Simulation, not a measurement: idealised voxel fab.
process module | voxel trench capacitor
cross-section cut | 265 nm wide | cells 5 nm
A cross-section is a grid of square cells, given in bands from the top down. A band is one or more rows of cells.
Each band's line starts with the height of the band's top and of its bottom, in nm. Then come its materials from left to right, each with its width in nm. One material with "throughout" fills the band from edge to edge. "air" is empty space.
Height 0 is the level under which the wafer as received is all one material. The lowest band goes on downwards, as in "0 down".
A width such as "30 to 40" changes by the same amount from each row of cells to the next, from the band's top row to its bottom row.
"no change" after a step means that no cell of the cross-section changed.
closed voids: empty space of 8 cells or more with no open way to the top, each as width x height at its distance from the left edge, in nm
after a step's settings: what the simulator itself notes on the step
overlay nm, on a step with a mask: how far to the right of its planned place the mask lay; to the left if negative
plan
1 op RECEIVE | material Si
2 op CONFORMAL_DEP | material SiN | thk nm 5
3 op MASKED_ETCH | tone open | mask id TRENCH | width nm 30 | pitch nm 55 | etch materials SiN | depth nm 5 | overlay nm 0
4 op MASKED_ETCH | tone open | mask id TRENCH | width nm 30 | pitch nm 55 | etch materials Si | depth nm 25 | overlay nm 0
5 op CONFORMAL_DEP | material HfO2 | thk nm 5
6 op CONFORMAL_DEP | material TiN | thk nm 5
7 op FILL_DEP | material W | thk nm 5
8 op CMP | height nm 5
as received, after step 1
  0 down: Si throughout
  closed voids: none
first wafer at the end, as planned
  5 to 0: SiN 60 | HfO2 5 | TiN 5 | W 10 | TiN 5 | HfO2 5 | SiN 25 | HfO2 5 | TiN 5 | W 10 | TiN 5 | HfO2 5 | SiN 25 | HfO2 5 | TiN 5 | W 10 | TiN 5 | HfO2 5 | SiN 65
  0 to -15: Si 60 | HfO2 5 | TiN 5 | W 10 | TiN 5 | HfO2 5 | Si 25 | HfO2 5 | TiN 5 | W 10 | TiN 5 | HfO2 5 | Si 25 | HfO2 5 | TiN 5 | W 10 | TiN 5 | HfO2 5 | Si 65
  -15 to -20: Si 60 | HfO2 5 | TiN 20 | HfO2 5 | Si 25 | HfO2 5 | TiN 20 | HfO2 5 | Si 25 | HfO2 5 | TiN 20 | HfO2 5 | Si 65
  -20 to -25: Si 60 | HfO2 30 | Si 25 | HfO2 30 | Si 25 | HfO2 30 | Si 65
  -25 down: Si throughout
  closed voids: none
second wafer at the end: like start, like plan, one mistake
  5 to 0: SiN 60 | TiN 5 | HfO2 5 | W 10 | HfO2 5 | TiN 5 | SiN 25 | TiN 5 | HfO2 5 | W 10 | HfO2 5 | TiN 5 | SiN 25 | TiN 5 | HfO2 5 | W 10 | HfO2 5 | TiN 5 | SiN 65
  0 to -15: Si 60 | TiN 5 | HfO2 5 | W 10 | HfO2 5 | TiN 5 | Si 25 | TiN 5 | HfO2 5 | W 10 | HfO2 5 | TiN 5 | Si 25 | TiN 5 | HfO2 5 | W 10 | HfO2 5 | TiN 5 | Si 65
  -15 to -20: Si 60 | TiN 5 | HfO2 20 | TiN 5 | Si 25 | TiN 5 | HfO2 20 | TiN 5 | Si 25 | TiN 5 | HfO2 20 | TiN 5 | Si 65
  -20 to -25: Si 60 | TiN 30 | Si 25 | TiN 30 | Si 25 | TiN 30 | Si 65
  -25 down: Si throughout
  closed voids: none
what went wrong: steps 5 and 6 were swapped
at the end the second wafer has, in cells: 12 fewer of HfO2 | 12 more of TiN
